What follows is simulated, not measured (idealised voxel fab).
process module | voxel quadruple lines
Section cut is 300 nm wide and gridded with 5 nm square cells.
Cross-section format: a grid of square cells, given as bands from top to bottom; each band is one or more rows of cells. First you get the band's top height and its bottom height, in nm, and then the materials it's made of, left to right, with each width in nm. If you see a single material with "throughout", that one covers the band edge to edge. "empty" is empty space. Note: height 0 marks the level under which the wafer is uniformly one material as received. Lowest band unbounded below, written "z 0 and below". Read "30 to 40" as a graded width: first number on top, second number at the bottom, same change between each pair of neighbouring rows. You'll sometimes find "no alterations made" written for a step, and that's the way of saying that nowhere in the cross-section did a cell change during that step. Enclosed voids (no open way to top), threshold 8 cells or more, entry "closed voids", notation width x height at distance, distance from left edge, nm. after a step's settings: what the simulator itself notes on the step. "overlay nm" denotes, for a step that has a mask, the displacement of the mask to the right of its planned place, with negative values corresponding to the left.
INTENDED PROCESS STEPS
1 RECEIVE | material Si
2 CONFORMAL_DEP | material Al2O3 | thk nm 5
3 DIRECTIONAL_DEP | material W | thk nm 5
4 DIRECTIONAL_DEP | material polySi | thk nm 20
5 DIRECTIONAL_DEP | material aC | thk nm 25
6 PATTERN | tone cover | mask id MANDREL | material resist | width nm 25 | pitch nm 80 | thk nm 35 | overlay nm 0
7 DIRECTIONAL_ETCH | etch materials aC | depth nm 25
8 STRIP | etch materials resist
9 CONFORMAL_DEP | material SiO2 | thk nm 15
10 DIRECTIONAL_ETCH | etch materials SiO2 | depth nm 15
11 STRIP | etch materials aC
12 DIRECTIONAL_ETCH | etch materials polySi | depth nm 20
13 STRIP | etch materials SiO2
14 CONFORMAL_DEP | material SiCN | thk nm 5
15 DIRECTIONAL_ETCH | etch materials SiCN | depth nm 5
16 STRIP | etch materials polySi
17 DIRECTIONAL_ETCH | etch materials W | depth nm 15
18 STRIP | etch materials SiCN
19 FILL_DEP | material SiO2 | thk nm 10
20 CMP | height nm 20
The wafers in this document start out alike and differ in the thk nm applied at step 3; the plan shows the value used for the first wafer.
CROSS-SECTION: THE FIRST OF SEVERAL WAFERS IN ITS AS-RECEIVED STATE, I.E. FOLLOWING STEP 1
    z 0 and below | Si throughout
    closed voids: none
TAKE A LOOK AT THE FIRST OF SEVERAL WAFERS IN CROSS-SECTION: THE MODULE IS DONE, AND STEP 20 WAS ITS LAST STEP
    z 20 to 10 | SiO2 throughout
    z 10 to 5 | SiO2 75 nm, W 5 nm, SiO2 15 nm, W 5 nm, SiO2 15 nm, W 5 nm, SiO2 15 nm, W 5 nm, SiO2 15 nm, W 5 nm, SiO2 15 nm, W 5 nm, SiO2 15 nm, W 5 nm, SiO2 15 nm, W 5 nm, SiO2 80 nm
    z 5 to 0 | Al2O3 throughout
    z 0 and below | Si throughout
    closed voids: none
FINAL WAFER OF SEVERAL, SHOWN IN CROSS-SECTION AT THE END OF THE MODULE
    z 20 to 5 | W throughout
    z 5 to 0 | Al2O3 throughout
    z 0 and below | Si throughout
    closed voids: none
THE ROWS OF THE TABLE BELOW ARE WAFERS. LOOKING AT THE END OF THE MODULE, A ROW COUNTS, FOR EVERY MATERIAL, THE CELLS THE WAFER HAS GAINED, SHOWN AS (+), OR LOST, SHOWN AS (-), SINCE IT WAS RECEIVED; ITS CLOSED VOIDS COME NEXT
thk nm 5 | +60 Al2O3 | +172 SiO2 | +8 W | closed voids: none
thk nm 10 | +60 Al2O3 | +164 SiO2 | +16 W | closed voids: none
thk nm 15 | +60 Al2O3 | +156 SiO2 | +24 W | closed voids: none
thk nm 20 | +60 Al2O3 | +104 SiO2 | +76 W | closed voids: none
thk nm 25 | +60 Al2O3 | +52 SiO2 | +128 W | closed voids: none
thk nm 30 | +60 Al2O3 | +180 W | closed voids: none
